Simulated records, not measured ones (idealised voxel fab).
The document below concerns the process module designated voxel ribs on slabs.
The figure presents cross-section cut, which has a width of 180 nm and is divided into square cells with an edge length of 5 nm.
Reading order for cross-sections: top band down to bottom band. Underlying form: a grid of square cells. Band size: one or more rows of cells. A band entry consists of two parts. The first gives the height of the band's top and the height of its bottom, in nm. The rest lists the band's materials from left to right, each with its width in nm. A single material labelled with the word "edge to edge" fills the band from edge to edge, and the word "blank" marks empty space. A quick word on heights: they are counted from 0, and under that level the wafer as it came to us is one material throughout. The lowest band is different from the rest in having no bottom; it simply continues downward, written as in "0..down". Quick explanation for "30->40": the width changes in equal steps down the rows of cells, from the first number in the band's top row to the second number in its bottom row. "no change" means the step left every cell of the cross-section as it was. "Unvented cavities" contains a list of empty spaces, each no smaller than 8 cells and without an open way to the top, written in the form width x height at distance with the distance from the left edge and all three in nm. Anything after a step's settings on that line? It's the simulator's own note about the step. "overlay nm" on a masked step: distance the mask lay right of its planned place, negative for left.

Listed below are the process steps as planned:
1,RECEIVE [material Si]
2,DIRECTIONAL_DEP [material SiO2] [thk nm 20]
3,DIRECTIONAL_DEP [material SiN] [thk nm 15]
4,DIRECTIONAL_DEP [material aC] [thk nm 15]
5,PATTERN [tone cover] [mask id RIB] [material resist] [width nm 20] [thk nm 35] [overlay nm 0]
6,DIRECTIONAL_ETCH [etch materials aC] [depth nm 15]
7,STRIP [etch materials resist]
8,DIRECTIONAL_ETCH [etch materials SiN] [depth nm 5]
9,STRIP [etch materials aC]
10,DIRECTIONAL_DEP [material aC] [thk nm 10]
11,PATTERN [tone cover] [mask id SLAB] [material resist] [width nm 60] [thk nm 30] [overlay nm 0]
12,DIRECTIONAL_ETCH [etch materials aC] [depth nm 10]
13,STRIP [etch materials resist]
14,DIRECTIONAL_ETCH [etch materials SiN] [depth nm 10]
15,STRIP [etch materials aC]
16,FILL_DEP [material SiO2] [thk nm 20]
17,CMP [height nm 40]
18,DIRECTIONAL_DEP [material TiN] [thk nm 10]
19,DIRECTIONAL_DEP [material aC] [thk nm 15]
20,PATTERN [tone cover] [mask id HEATER] [material resist] [width nm 30] [thk nm 35] [overlay nm 0]
21,DIRECTIONAL_ETCH [etch materials aC] [depth nm 15]
22,STRIP [etch materials resist]
23,DIRECTIONAL_ETCH [etch materials TiN] [depth nm 10]
24,STRIP [etch materials aC]
25,CONFORMAL_DEP [material SiO2] [thk nm 10]
The value of height nm given for step 17 in the plan refers to the first wafer; the wafers vary in this setting and are alike at the start.

Incoming state of the first of several wafers in cross-section: after step 1:
	0..down: Si edge to edge
	Unvented cavities: none

For your reference, the table is organized with a row per wafer; each row reflects the wafer at the end of the module, indicating for each material the cells gained (+) or lost (-) since receipt, and thereafter its closed voids:
height nm 40, +28 SiN, +340 SiO2, +12 TiN, Unvented cavities: none
height nm 45, +28 SiN, +376 SiO2, +12 TiN, Unvented cavities: none
height nm 50, +28 SiN, +412 SiO2, +12 TiN, Unvented cavities: none
height nm 55, +28 SiN, +448 SiO2, +12 TiN, Unvented cavities: none
